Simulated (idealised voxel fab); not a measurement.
The following process module bears the name voxel capacitor over wiring.
The cross-section shown here is cut; it is 210 nm wide and divided into square cells measuring 5 nm on a side.
Format of a cross-section: grid, square cells. Given as bands. Order: top down. Band: one or more rows of cells. Within each band entry, the heights of the top and of the bottom of the band appear first, in that order and in nm; the materials of the band then follow from left to right, each with its corresponding width in nm. The designation "all across" on a single material indicates that it fills the band from edge to edge; the designation "air" indicates empty space. Height reference: 0 = level under which incoming wafer is all one material. Lowest band: no bottom, runs on downward, e.g. "0..down". The notation "30..40" denotes a width that varies across the rows of cells in the band, beginning at the first number in the top row, finishing at the second number in the bottom row, and changing by an identical amount from each row to the next. "identical to before" for a step: no cell of the cross-section changed in that step. Enclosed voids (no open way to top), threshold 8 cells or more, entry "Sealed void inventory", notation width x height at distance, distance from left edge, nm. If you see something after the settings on a step's line, that's the simulator's own remark about that step. overlay nm: step with mask; distance mask lay right of planned place; negative value = left of planned place.

# The steps planned for the process are as follows
1. RECEIVE [material Si]
2. CONFORMAL_DEP [material SiO2] [thk nm 15]
3. DIRECTIONAL_DEP [material TiN] [thk nm 5]
4. DIRECTIONAL_DEP [material W] [thk nm 20]
5. PATTERN [tone cover] [mask id METAL_1] [material resist] [width nm 25] [pitch nm 85] [thk nm 15] [overlay nm 0]
6. DIRECTIONAL_ETCH [etch materials W] [depth nm 20]
7. DIRECTIONAL_ETCH [etch materials TiN] [depth nm 5]
8. STRIP [etch materials resist]
9. CONFORMAL_DEP [material SiN] [thk nm 5]
10. FILL_DEP [material lowk] [thk nm 5]
11. CMP [height nm 40]
12. CONFORMAL_DEP [material SiCN] [thk nm 5]
13. DIRECTIONAL_DEP [material lowk] [thk nm 15]
14. DIRECTIONAL_DEP [material aC] [thk nm 15]
15. PATTERN [tone open] [mask id PLUG_1] [material resist] [width nm 15] [thk nm 30] [overlay nm 0]
16. DIRECTIONAL_ETCH [etch materials aC] [depth nm 15]
17. STRIP [etch materials resist]
18. DIRECTIONAL_ETCH [etch materials lowk] [depth nm 15]
19. DIRECTIONAL_ETCH [etch materials SiCN] [depth nm 5]
20. STRIP [etch materials aC]
21. EPI [material Ru] [thk nm 10]
22. EPI [material Ru] [thk nm 10]
23. DIRECTIONAL_DEP [material TiN] [thk nm 10]
24. DIRECTIONAL_DEP [material SiN] [thk nm 5]
25. DIRECTIONAL_DEP [material TiN] [thk nm 5]
26. PATTERN [tone cover] [mask id UPPER_PLATE] [material resist] [width nm 65] [thk nm 15] [overlay nm 0]
27. DIRECTIONAL_ETCH [etch materials TiN] [depth nm 5]
28. DIRECTIONAL_ETCH [etch materials SiN] [depth nm 5]
29. STRIP [etch materials resist]
30. PATTERN [tone cover] [mask id LOWER_PLATE] [material resist] [width nm 75] [thk nm 20] [overlay nm 0]
31. DIRECTIONAL_ETCH [etch materials TiN] [depth nm 10]
32. STRIP [etch materials resist]
33. FILL_DEP [material SiO2] [thk nm 15]
34. CMP [height nm 90]
35. DIRECTIONAL_DEP [material aC] [thk nm 10]
36. PATTERN [tone open] [mask id PLUG_2] [material resist] [width nm 15] [thk nm 30] [overlay nm 0]
37. DIRECTIONAL_ETCH [etch materials aC] [depth nm 10]
38. STRIP [etch materials resist]
39. DIRECTIONAL_ETCH [etch materials SiO2] [depth nm 10]
40. STRIP [etch materials aC]
41. CONFORMAL_DEP [material TiN] [thk nm 5]
42. FILL_DEP [material Ru] [thk nm 10]
43. CMP [height nm 90]
44. CONFORMAL_DEP [material SiCN] [thk nm 5]

# first wafer, as planned

# Wafer at receipt (post step 1), cross-section
  0..down | Si all across
  Sealed void inventory: none

# You're looking at a cross-section of the wafer after step 2
  15..0 | SiO2 all across
  No changes below 0.

# You're looking at a cross-section of the wafer after step 3
  20..15 | TiN all across
  No changes below 15.

# You're looking at a cross-section of the wafer after step 4
  40..20 | W all across
  No changes below 20.

# You're looking at a cross-section of the wafer after step 5
  55..40 | air (50) / resist (25) / air (60) / resist (25) / air (50)
  No changes below 40.

# You're looking at a cross-section of the wafer after step 6
  55..40 | air (50) / resist (25) / air (60) / resist (25) / air (50)
  40..20 | air (50) / W (25) / air (60) / W (25) / air (50)
  No changes below 20.

# You're looking at a cross-section of the wafer after step 7
  55..40 | air (50) / resist (25) / air (60) / resist (25) / air (50)
  40..20 | air (50) / W (25) / air (60) / W (25) / air (50)
  20..15 | air (50) / TiN (25) / air (60) / TiN (25) / air (50)
  No changes below 15.

# You're looking at a cross-section of the wafer after step 8
  40..20 | air (50) / W (25) / air (60) / W (25) / air (50)
  No changes below 20.

# You're looking at a cross-section of the wafer after step 9
  45..40 | air (45) / SiN (35) / air (50) / SiN (35) / air (45)
  40..20 | air (45) / SiN (5) / W (25) / SiN (5) / air (50) / SiN (5) / W (25) / SiN (5) / air (45)
  20..15 | SiN (50) / TiN (25) / SiN (60) / TiN (25) / SiN (50)
  No changes below 15.

# You're looking at a cross-section of the wafer after step 10
  50..45 | lowk all across
  45..40 | lowk (45) / SiN (35) / lowk (50) / SiN (35) / lowk (45)
  40..20 | lowk (45) / SiN (5) / W (25) / SiN (5) / lowk (50) / SiN (5) / W (25) / SiN (5) / lowk (45)
  No changes below 20.

# You're looking at a cross-section of the wafer after step 11
  40..20 | lowk (45) / SiN (5) / W (25) / SiN (5) / lowk (50) / SiN (5) / W (25) / SiN (5) / lowk (45)
  No changes below 20.

# You're looking at a cross-section of the wafer after step 12
  45..40 | SiCN all across
  No changes below 40.

# You're looking at a cross-section of the wafer after step 13
  60..45 | lowk all across
  No changes below 45.

# You're looking at a cross-section of the wafer after step 14
  75..60 | aC all across
  No changes below 60.

# You're looking at a cross-section of the wafer after step 15
  105..75 | resist (60) / air (15) / resist (135)
  No changes below 75.

# You're looking at a cross-section of the wafer after step 16
  90..75 | resist (60) / air (15) / resist (135)
  75..60 | aC (60) / air (15) / aC (135)
  No changes below 60.

# You're looking at a cross-section of the wafer after step 17
  75..60 | aC (60) / air (15) / aC (135)
  No changes below 60.

# You're looking at a cross-section of the wafer after step 18
  75..60 | aC (60) / air (15) / aC (135)
  60..45 | lowk (60) / air (15) / lowk (135)
  No changes below 45.

# You're looking at a cross-section of the wafer after step 19
  75..60 | aC (60) / air (15) / aC (135)
  60..45 | lowk (60) / air (15) / lowk (135)
  45..40 | SiCN (60) / air (15) / SiCN (135)
  No changes below 40.

# You're looking at a cross-section of the wafer after step 20
  60..45 | lowk (60) / air (15) / lowk (135)
  No changes below 45.

# You're looking at a cross-section of the wafer after step 21
  60..50 | lowk (60) / air (15) / lowk (135)
  50..45 | lowk (60) / Ru (15) / lowk (135)
  45..40 | SiCN (60) / Ru (15) / SiCN (135)
  No changes below 40.

# You're looking at a cross-section of the wafer after step 22
  60..45 | lowk (60) / Ru (15) / lowk (135)
  No changes below 45.

# You're looking at a cross-section of the wafer after step 23
  70..60 | TiN all across
  No changes below 60.

# You're looking at a cross-section of the wafer after step 24
  75..70 | SiN all across
  No changes below 70.

# You're looking at a cross-section of the wafer after step 25
  80..75 | TiN all across
  No changes below 75.

# You're looking at a cross-section of the wafer after step 26
  95..80 | air (60) / resist (65) / air (85)
  No changes below 80.

# You're looking at a cross-section of the wafer after step 27
  95..80 | air (60) / resist (65) / air (85)
  80..75 | air (60) / TiN (65) / air (85)
  No changes below 75.

# You're looking at a cross-section of the wafer after step 28
  95..80 | air (60) / resist (65) / air (85)
  80..75 | air (60) / TiN (65) / air (85)
  75..70 | air (60) / SiN (65) / air (85)
  No changes below 70.

# You're looking at a cross-section of the wafer after step 29
  80..75 | air (60) / TiN (65) / air (85)
  No changes below 75.

# You're looking at a cross-section of the wafer after step 30
  100..80 | air (55) / resist (75) / air (80)
  80..75 | air (55) / resist (5) / TiN (65) / resist (5) / air (80)
  75..70 | air (55) / resist (5) / SiN (65) / resist (5) / air (80)
  No changes below 70.

# You're looking at a cross-section of the wafer after step 31
  100..80 | air (55) / resist (75) / air (80)
  80..75 | air (55) / resist (5) / TiN (65) / resist (5) / air (80)
  75..70 | air (55) / resist (5) / SiN (65) / resist (5) / air (80)
  70..60 | air (55) / TiN (75) / air (80)
  No changes below 60.

# You're looking at a cross-section of the wafer after step 32
  80..75 | air (60) / TiN (65) / air (85)
  75..70 | air (60) / SiN (65) / air (85)
  No changes below 70.

# You're looking at a cross-section of the wafer after step 33
  95..80 | SiO2 all across
  80..75 | SiO2 (60) / TiN (65) / SiO2 (85)
  75..70 | SiO2 (60) / SiN (65) / SiO2 (85)
  70..60 | SiO2 (55) / TiN (75) / SiO2 (80)
  No changes below 60.

# You're looking at a cross-section of the wafer after step 34
  90..80 | SiO2 all across
  No changes below 80.

# You're looking at a cross-section of the wafer after step 35
  100..90 | aC all across
  No changes below 90.

# You're looking at a cross-section of the wafer after step 36
  130..100 | resist (70) / air (15) / resist (125)
  No changes below 100.

# You're looking at a cross-section of the wafer after step 37
  120..100 | resist (70) / air (15) / resist (125)
  100..90 | aC (70) / air (15) / aC (125)
  No changes below 90.

# You're looking at a cross-section of the wafer after step 38
  100..90 | aC (70) / air (15) / aC (125)
  No changes below 90.

# You're looking at a cross-section of the wafer after step 39
  100..90 | aC (70) / air (15) / aC (125)
  90..80 | SiO2 (70) / air (15) / SiO2 (125)
  No changes below 80.

# You're looking at a cross-section of the wafer after step 40
  90..80 | SiO2 (70) / air (15) / SiO2 (125)
  No changes below 80.

# You're looking at a cross-section of the wafer after step 41
  95..90 | TiN (75) / air (5) / TiN (130)
  90..85 | SiO2 (70) / TiN (5) / air (5) / TiN (5) / SiO2 (125)
  85..75 | SiO2 (70..60) / TiN (15..65) / SiO2 (125..85)
  No changes below 75.

# You're looking at a cross-section of the wafer after step 42
  105..95 | Ru all across
  95..90 | TiN (75) / Ru (5) / TiN (130)
  90..85 | SiO2 (70) / TiN (5) / Ru (5) / TiN (5) / SiO2 (125)
  No changes below 85.

# You're looking at a cross-section of the wafer after step 43
  90..85 | SiO2 (70) / TiN (5) / Ru (5) / TiN (5) / SiO2 (125)
  No changes below 85.

# You're looking at a cross-section of the wafer after step 44
  95..90 | SiCN all across
  No changes below 90.

# Second Wafer (Identical Start and Plan, One Processing Error; Matches First Wafer Through Step 2)

Cross-section, second wafer, at the end time the plan gives for step 3: identical to before

# Cross-section, second wafer, at the end time the plan gives for step 4
  35..15 | W all across
  No changes below 15.

# Cross-section, second wafer, at the end time the plan gives for step 5
  50..35 | air (50) / resist (25) / air (60) / resist (25) / air (50)
  No changes below 35.

# Cross-section, second wafer, at the end time the plan gives for step 6
  50..35 | air (50) / resist (25) / air (60) / resist (25) / air (50)
  35..15 | air (50) / W (25) / air (60) / W (25) / air (50)
  No changes below 15.

Cross-section, second wafer, at the end time the plan gives for step 7: identical to before

# Cross-section, second wafer, at the end time the plan gives for step 8
  35..15 | air (50) / W (25) / air (60) / W (25) / air (50)
  No changes below 15.

# Cross-section, second wafer, at the end time the plan gives for step 9
  40..35 | air (45) / SiN (35) / air (50) / SiN (35) / air (45)
  35..20 | air (45) / SiN (5) / W (25) / SiN (5) / air (50) / SiN (5) / W (25) / SiN (5) / air (45)
  20..15 | SiN (50) / W (25) / SiN (60) / W (25) / SiN (50)
  No changes below 15.

# Cross-section, second wafer, at the end time the plan gives for step 10
  45..40 | lowk all across
  40..35 | lowk (45) / SiN (35) / lowk (50) / SiN (35) / lowk (45)
  35..20 | lowk (45) / SiN (5) / W (25) / SiN (5) / lowk (50) / SiN (5) / W (25) / SiN (5) / lowk (45)
  No changes below 20.

# Cross-section, second wafer, at the end time the plan gives for step 11
  40..35 | lowk (45) / SiN (35) / lowk (50) / SiN (35) / lowk (45)
  No changes below 35.

# Cross-section, second wafer, at the end time the plan gives for step 12
  45..40 | SiCN all across
  No changes below 40.

# Cross-section, second wafer, at the end time the plan gives for step 13
  60..45 | lowk all across
  No changes below 45.

# Cross-section, second wafer, at the end time the plan gives for step 14
  75..60 | aC all across
  No changes below 60.

# Cross-section, second wafer, at the end time the plan gives for step 15
  105..75 | resist (60) / air (15) / resist (135)
  No changes below 75.

# Cross-section, second wafer, at the end time the plan gives for step 16
  90..75 | resist (60) / air (15) / resist (135)
  75..60 | aC (60) / air (15) / aC (135)
  No changes below 60.

# Cross-section, second wafer, at the end time the plan gives for step 17
  75..60 | aC (60) / air (15) / aC (135)
  No changes below 60.

# Cross-section, second wafer, at the end time the plan gives for step 18
  75..60 | aC (60) / air (15) / aC (135)
  60..45 | lowk (60) / air (15) / lowk (135)
  No changes below 45.

# Cross-section, second wafer, at the end time the plan gives for step 19
  75..60 | aC (60) / air (15) / aC (135)
  60..45 | lowk (60) / air (15) / lowk (135)
  45..40 | SiCN (60) / air (15) / SiCN (135)
  No changes below 40.

# Cross-section, second wafer, at the end time the plan gives for step 20
  60..45 | lowk (60) / air (15) / lowk (135)
  No changes below 45.

Cross-section, second wafer, at the end time the plan gives for step 21: identical to before

Cross-section, second wafer, at the end time the plan gives for step 22: identical to before

# Cross-section, second wafer, at the end time the plan gives for step 23
  70..60 | TiN (60) / air (15) / TiN (135)
  60..50 | lowk (60) / air (15) / lowk (135)
  50..45 | lowk (60) / TiN (15) / lowk (135)
  45..40 | SiCN (60) / TiN (15) / SiCN (135)
  No changes below 40.

# Cross-section, second wafer, at the end time the plan gives for step 24
  75..70 | SiN (60) / air (15) / SiN (135)
  70..60 | TiN (60) / air (15) / TiN (135)
  60..55 | lowk (60) / air (15) / lowk (135)
  55..50 | lowk (60) / SiN (15) / lowk (135)
  No changes below 50.

# Cross-section, second wafer, at the end time the plan gives for step 25
  80..75 | TiN (60) / air (15) / TiN (135)
  75..70 | SiN (60) / air (15) / SiN (135)
  70..60 | TiN (60) / air (15) / TiN (135)
  60..55 | lowk (60) / TiN (15) / lowk (135)
  No changes below 55.

# Cross-section, second wafer, at the end time the plan gives for step 26
  95..80 | air (60) / resist (65) / air (85)
  80..75 | TiN (60) / resist (15) / TiN (135)
  75..70 | SiN (60) / resist (15) / SiN (135)
  70..60 | TiN (60) / resist (15) / TiN (135)
  No changes below 60.

# Cross-section, second wafer, at the end time the plan gives for step 27
  95..80 | air (60) / resist (65) / air (85)
  80..75 | air (60) / resist (15) / TiN (50) / air (85)
  No changes below 75.

# Cross-section, second wafer, at the end time the plan gives for step 28
  95..80 | air (60) / resist (65) / air (85)
  80..75 | air (60) / resist (15) / TiN (50) / air (85)
  75..70 | air (60) / resist (15) / SiN (50) / air (85)
  No changes below 70.

# Cross-section, second wafer, at the end time the plan gives for step 29
  80..75 | air (75) / TiN (50) / air (85)
  75..70 | air (75) / SiN (50) / air (85)
  70..60 | TiN (60) / air (15) / TiN (135)
  No changes below 60.

# Cross-section, second wafer, at the end time the plan gives for step 30
  100..80 | air (55) / resist (75) / air (80)
  80..75 | air (55) / resist (20) / TiN (50) / resist (5) / air (80)
  75..70 | air (55) / resist (20) / SiN (50) / resist (5) / air (80)
  70..60 | TiN (60) / resist (15) / TiN (135)
  No changes below 60.

# Cross-section, second wafer, at the end time the plan gives for step 31
  100..80 | air (55) / resist (75) / air (80)
  80..75 | air (55) / resist (20) / TiN (50) / resist (5) / air (80)
  75..70 | air (55) / resist (20) / SiN (50) / resist (5) / air (80)
  70..60 | air (55) / TiN (5) / resist (15) / TiN (55) / air (80)
  No changes below 60.

# Cross-section, second wafer, at the end time the plan gives for step 32
  80..75 | air (75) / TiN (50) / air (85)
  75..70 | air (75) / SiN (50) / air (85)
  70..60 | air (55) / TiN (5) / air (15) / TiN (55) / air (80)
  No changes below 60.

# Cross-section, second wafer, at the end time the plan gives for step 33
  95..80 | SiO2 all across
  80..75 | SiO2 (75) / TiN (50) / SiO2 (85)
  75..70 | SiO2 (75) / SiN (50) / SiO2 (85)
  70..60 | SiO2 (55) / TiN (5) / SiO2 (15) / TiN (55) / SiO2 (80)
  No changes below 60.

# Cross-section, second wafer, at the end time the plan gives for step 34
  90..80 | SiO2 all across
  No changes below 80.

# Cross-section, second wafer, at the end time the plan gives for step 35
  100..90 | aC all across
  No changes below 90.

# Cross-section, second wafer, at the end time the plan gives for step 36
  130..100 | resist (70) / air (15) / resist (125)
  No changes below 100.

# Cross-section, second wafer, at the end time the plan gives for step 37
  120..100 | resist (70) / air (15) / resist (125)
  100..90 | aC (70) / air (15) / aC (125)
  No changes below 90.

# Cross-section, second wafer, at the end time the plan gives for step 38
  100..90 | aC (70) / air (15) / aC (125)
  No changes below 90.

# Cross-section, second wafer, at the end time the plan gives for step 39
  100..90 | aC (70) / air (15) / aC (125)
  90..80 | SiO2 (70) / air (15) / SiO2 (125)
  No changes below 80.

# Cross-section, second wafer, at the end time the plan gives for step 40
  90..80 | SiO2 (70) / air (15) / SiO2 (125)
  No changes below 80.

# Cross-section, second wafer, at the end time the plan gives for step 41
  95..90 | TiN (75) / air (5) / TiN (130)
  90..85 | SiO2 (70) / TiN (5) / air (5) / TiN (5) / SiO2 (125)
  85..75 | SiO2 (70..75) / TiN (15..50) / SiO2 (125..85)
  No changes below 75.

# Cross-section, second wafer, at the end time the plan gives for step 42
  105..95 | Ru all across
  95..90 | TiN (75) / Ru (5) / TiN (130)
  90..85 | SiO2 (70) / TiN (5) / Ru (5) / TiN (5) / SiO2 (125)
  No changes below 85.

# Cross-section, second wafer, at the end time the plan gives for step 43
  90..85 | SiO2 (70) / TiN (5) / Ru (5) / TiN (5) / SiO2 (125)
  No changes below 85.

# Cross-section, second wafer, at the end time the plan gives for step 44
  95..90 | SiCN all across
  No changes below 90.
Processing error: step 3 of the plan was bypassed and not carried out
It is noted that, at the conclusion of processing, the second wafer exhibits a higher or lower cell count for certain materials relative to the first: Ru: 12 fewer | SiN: 10 more | SiO2: 12 more | TiN: 10 fewer
